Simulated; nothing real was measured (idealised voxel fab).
process module | voxel wiring stack
cross-section cut | 225 nm wide | cells 5 nm
A cross-section is a grid of square cells, given in bands from the top down. A band is one or more rows of cells.
Each band's line starts with the height of the band's top and of its bottom, in nm. Then come its materials from left to right, each with its width in nm. One material with "throughout" fills the band from edge to edge. "air" is empty space.
Height 0 is the level under which the wafer as received is all one material. The lowest band goes on downwards, as in "0 down".
A width such as "30 to 40" changes by the same amount from each row of cells to the next, from the band's top row to its bottom row.
"no change" after a step means that no cell of the cross-section changed.
closed voids: empty space of 8 cells or more with no open way to the top, each as width x height at its distance from the left edge, in nm
after a step's settings: what the simulator itself notes on the step
overlay nm, on a step with a mask: how far to the right of its planned place the mask lay; to the left if negative
plan
1 op RECEIVE | material Si
2 op CONFORMAL_DEP | material SiO2 | thk nm 10
3 op DIRECTIONAL_DEP | material TiN | thk nm 5
4 op DIRECTIONAL_DEP | material Ru | thk nm 20
5 op DIRECTIONAL_DEP | material aC | thk nm 10
6 op PATTERN | tone cover | mask id METAL_1 | material resist | width nm 30 | pitch nm 50 | thk nm 30 | overlay nm -5
7 op DIRECTIONAL_ETCH | etch materials aC | depth nm 10
8 op STRIP | etch materials resist
9 op DIRECTIONAL_ETCH | etch materials Ru | depth nm 20
10 op DIRECTIONAL_ETCH | etch materials TiN | depth nm 5
11 op STRIP | etch materials aC
12 op CONFORMAL_DEP | material SiCN | thk nm 5
13 op FILL_DEP | material lowk | thk nm 5
14 op CMP | height nm 35
15 op CONFORMAL_DEP | material SiCN | thk nm 5
16 op DIRECTIONAL_DEP | material lowk | thk nm 15
17 op MASKED_ETCH | tone open | mask id PLUG_1 | width nm 15 | pitch nm 50 | etch materials lowk | depth nm 15 | overlay nm 0
18 op MASKED_ETCH | tone open | mask id PLUG_1 | width nm 15 | pitch nm 50 | etch materials SiCN | depth nm 5 | overlay nm 0
19 op CONFORMAL_DEP | material TiN | thk nm 5
20 op FILL_DEP | material Cu | thk nm 10
21 op CMP | height nm 55
22 op DIRECTIONAL_DEP | material TiN | thk nm 5
23 op DIRECTIONAL_DEP | material W | thk nm 20
24 op PATTERN | tone cover | mask id METAL_2 | material resist | width nm 30 | pitch nm 50 | thk nm 15 | overlay nm 0
25 op DIRECTIONAL_ETCH | etch materials W | depth nm 20
26 op DIRECTIONAL_ETCH | etch materials TiN | depth nm 5
27 op STRIP | etch materials resist
28 op FILL_DEP | material lowk | thk nm 5
29 op CMP | height nm 80
30 op CONFORMAL_DEP | material SiCN | thk nm 5
31 op DIRECTIONAL_DEP | material SiO2 | thk nm 10
32 op PATTERN | tone open | mask id PLUG_2 | material resist | width nm 15 | pitch nm 100 | thk nm 20 | overlay nm 0
33 op DIRECTIONAL_ETCH | etch materials SiO2 | depth nm 10
34 op DIRECTIONAL_ETCH | etch materials SiCN | depth nm 5
35 op STRIP | etch materials resist
36 op EPI | material Ru | thk nm 10
37 op EPI | material Ru | thk nm 5
38 op DIRECTIONAL_DEP | material TiN | thk nm 5
39 op DIRECTIONAL_DEP | material Ru | thk nm 25
40 op PATTERN | tone cover | mask id METAL_3 | material resist | width nm 30 | pitch nm 50 | thk nm 20 | overlay nm 0
41 op DIRECTIONAL_ETCH | etch materials Ru | depth nm 25
42 op DIRECTIONAL_ETCH | etch materials TiN | depth nm 5
43 op STRIP | etch materials resist
44 op FILL_DEP | material lowk | thk nm 10
45 op CMP | height nm 125
46 op CONFORMAL_DEP | material SiN | thk nm 5
varied across the wafers: overlay nm of step 6. The plan shows the first wafer's value. All wafers start alike
first wafer as received, after step 1
  0 down: Si throughout
  closed voids: none
first wafer at the end, after step 46
  130 to 125: SiN throughout
  125 to 100: lowk 20 | Ru 30 | lowk 20 | Ru 30 | lowk 20 | Ru 30 | lowk 20 | Ru 30 | lowk 25
  100 to 95: lowk 20 | TiN 30 | lowk 20 | TiN 30 | lowk 20 | TiN 30 | lowk 20 | TiN 30 | lowk 25
  95 to 85: SiO2 20 | Ru 15 | SiO2 85 | Ru 15 | SiO2 90
  85 to 80: SiCN 20 | Ru 15 | SiCN 85 | Ru 15 | SiCN 90
  80 to 60: lowk 20 | W 30 | lowk 20 | W 30 | lowk 20 | W 30 | lowk 20 | W 30 | lowk 25
  60 to 55: lowk 20 | TiN 30 | lowk 20 | TiN 30 | lowk 20 | TiN 30 | lowk 20 | TiN 30 | lowk 25
  55 to 40: lowk 20 | TiN 5 | Cu 5 | TiN 5 | lowk 35 | TiN 5 | Cu 5 | TiN 5 | lowk 35 | TiN 5 | Cu 5 | TiN 5 | lowk 35 | TiN 5 | Cu 5 | TiN 5 | lowk 40
  40 to 35: SiCN 20 | TiN 15 | SiCN 35 | TiN 15 | SiCN 35 | TiN 15 | SiCN 35 | TiN 15 | SiCN 40
  35 to 15: lowk 10 | SiCN 5 | Ru 30 | SiCN 5 | lowk 10 | SiCN 5 | Ru 30 | SiCN 5 | lowk 10 | SiCN 5 | Ru 30 | SiCN 5 | lowk 10 | SiCN 5 | Ru 30 | SiCN 5 | lowk 25
  15 to 10: SiCN 15 | TiN 30 | SiCN 20 | TiN 30 | SiCN 20 | TiN 30 | SiCN 20 | TiN 30 | SiCN 30
  10 to 0: SiO2 throughout
  0 down: Si throughout
  closed voids: none
last wafer at the end
  130 to 125: SiN throughout
  125 to 100: lowk 20 | Ru 30 | lowk 20 | Ru 30 | lowk 20 | Ru 30 | lowk 20 | Ru 30 | lowk 25
  100 to 95: lowk 20 | TiN 30 | lowk 20 | TiN 30 | lowk 20 | TiN 30 | lowk 20 | TiN 30 | lowk 25
  95 to 85: SiO2 20 | Ru 15 | SiO2 85 | Ru 15 | SiO2 90
  85 to 80: SiCN 20 | Ru 15 | SiCN 85 | Ru 15 | SiCN 90
  80 to 60: lowk 20 | W 30 | lowk 20 | W 30 | lowk 20 | W 30 | lowk 20 | W 30 | lowk 25
  60 to 55: lowk 20 | TiN 30 | lowk 20 | TiN 30 | lowk 20 | TiN 30 | lowk 20 | TiN 30 | lowk 25
  55 to 40: lowk 20 | TiN 5 | Cu 5 | TiN 5 | lowk 35 | TiN 5 | Cu 5 | TiN 5 | lowk 35 | TiN 5 | Cu 5 | TiN 5 | lowk 35 | TiN 5 | Cu 5 | TiN 5 | lowk 40
  40 to 35: SiCN 20 | TiN 15 | SiCN 35 | TiN 15 | SiCN 35 | TiN 15 | SiCN 35 | TiN 15 | SiCN 40
  35 to 15: lowk 25 | SiCN 5 | Ru 30 | SiCN 5 | lowk 10 | SiCN 5 | Ru 30 | SiCN 5 | lowk 10 | SiCN 5 | Ru 30 | SiCN 5 | lowk 10 | SiCN 5 | Ru 30 | SiCN 5 | lowk 10
  15 to 10: SiCN 30 | TiN 30 | SiCN 20 | TiN 30 | SiCN 20 | TiN 30 | SiCN 20 | TiN 30 | SiCN 15
  10 to 0: SiO2 throughout
  0 down: Si throughout
  closed voids: none
each wafer at the end: cells of each material gained (+) or lost (-) since it was received, then its closed voids
overlay nm -5 | +12 Cu | +234 Ru | +125 SiCN | +45 SiN | +168 SiO2 | +108 TiN | +96 W | +382 lowk | closed voids: none
overlay nm 0 | +12 Cu | +234 Ru | +125 SiCN | +45 SiN | +168 SiO2 | +108 TiN | +96 W | +382 lowk | closed voids: none
overlay nm 5 | +12 Cu | +234 Ru | +125 SiCN | +45 SiN | +168 SiO2 | +108 TiN | +96 W | +382 lowk | closed voids: none
overlay nm 10 | +12 Cu | +234 Ru | +125 SiCN | +45 SiN | +168 SiO2 | +108 TiN | +96 W | +382 lowk | closed voids: none
